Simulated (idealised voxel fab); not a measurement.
Documented hereafter: the process module known as voxel ribs on slabs.
This is section cut - it's 225 nm across, gridded in 5 nm square cells.
This document writes a cross-section as a grid whose cells are square, and gives it as bands, listed from the top down; one or more rows of cells form a band.
Look at the band entry: it leads with the top's height and the bottom's height in nm. Then it lists the materials left to right, with a width in nm for each. The word "throughout" on a single material says that material fills the band edge to edge. The word "empty" is empty space.
Heights from 0 (as-received wafer is one material below). Bottom band endless downward, as "0..down".
When a width is written as two numbers, as in "30..40", the first number is the width in the top row of cells of the band and the second is the width in its bottom row, and the width changes by the same amount from each row to the next.
No cell of the cross-section changed in a step that is given as "no change occurred".
The entry "Fully enclosed voids" lists the empty spaces that cover at least 8 cells and have no open path to the top. Each is written as width x height at distance, where the distance is measured from the left edge and all three values are in nm.
What comes after the settings on a step's line is commentary from the simulator itself on that step.
overlay nm: right-of-plan distance of the mask on a masked step; negative values mean left-of-plan.
Here's what the planned process steps look like:
- 1: RECEIVE | material Si
- 2: DIRECTIONAL_DEP | material SiO2 | thk nm 25
- 3: DIRECTIONAL_DEP | material SiN | thk nm 15
- 4: DIRECTIONAL_DEP | material aC | thk nm 15
- 5: PATTERN | tone cover | mask id RIB | material resist | width nm 15 | thk nm 35 | overlay nm 0
- 6: DIRECTIONAL_ETCH | etch materials aC | depth nm 15
- 7: STRIP | etch materials resist
- 8: DIRECTIONAL_ETCH | etch materials SiN | depth nm 10
- 9: STRIP | etch materials aC
- 10: MASKED_ETCH | tone cover | mask id SLAB | width nm 55 | etch materials SiN | depth nm 5 | overlay nm 0
- 11: FILL_DEP | material SiO2 | thk nm 20
- 12: CMP | height nm 55
- 13: DIRECTIONAL_DEP | material TiN | thk nm 5
- 14: PATTERN | tone cover | mask id HEATER | material resist | width nm 25 | thk nm 20 | overlay nm 0
- 15: DIRECTIONAL_ETCH | etch materials TiN | depth nm 5
- 16: STRIP | etch materials resist
- 17: CONFORMAL_DEP | material SiN | thk nm 10
Quick note for whoever runs this: the wafers start identical, but the thk nm at step 13 isn't the same across them. The plan just shows what the first wafer had.
The as-received cross-section of the first of several wafers corresponds to the state after step 1:
  0..down = Si throughout
  Fully enclosed voids: none
Module finished, last step 17 done: cross-section of the first of several wafers:
  70..65 = empty: 90, then SiN: 45, then empty: 90
  65..60 = SiN throughout
  60..55 = SiN: 100, then TiN: 25, then SiN: 100
  55..40 = SiO2 throughout
  40..30 = SiO2: 105, then SiN: 15, then SiO2: 105
  30..25 = SiO2: 85, then SiN: 55, then SiO2: 85
  25..0 = SiO2 throughout
  0..down = Si throughout
  Fully enclosed voids: none
The last wafer as seen in cross-section at the end of the module:
  85..80 = empty: 90, then SiN: 45, then empty: 90
  80..75 = SiN throughout
  75..70 = SiN: 100, then TiN: 25, then SiN: 100
  70..55 = TiN throughout
  55..40 = SiO2 throughout
  40..30 = SiO2: 105, then SiN: 15, then SiO2: 105
  30..25 = SiO2: 85, then SiN: 55, then SiO2: 85
  25..0 = SiO2 throughout
  0..down = Si throughout
  Fully enclosed voids: none
Table: wafers, a row each; end-of-module cell change per material since receipt, gain (+), loss (-); then closed voids:
thk nm 5 | +111 SiN | +478 SiO2 | +5 TiN | Fully enclosed voids: none
thk nm 10 | +111 SiN | +478 SiO2 | +50 TiN | Fully enclosed voids: none
thk nm 15 | +111 SiN | +478 SiO2 | +95 TiN | Fully enclosed voids: none
thk nm 20 | +111 SiN | +478 SiO2 | +140 TiN | Fully enclosed voids: none
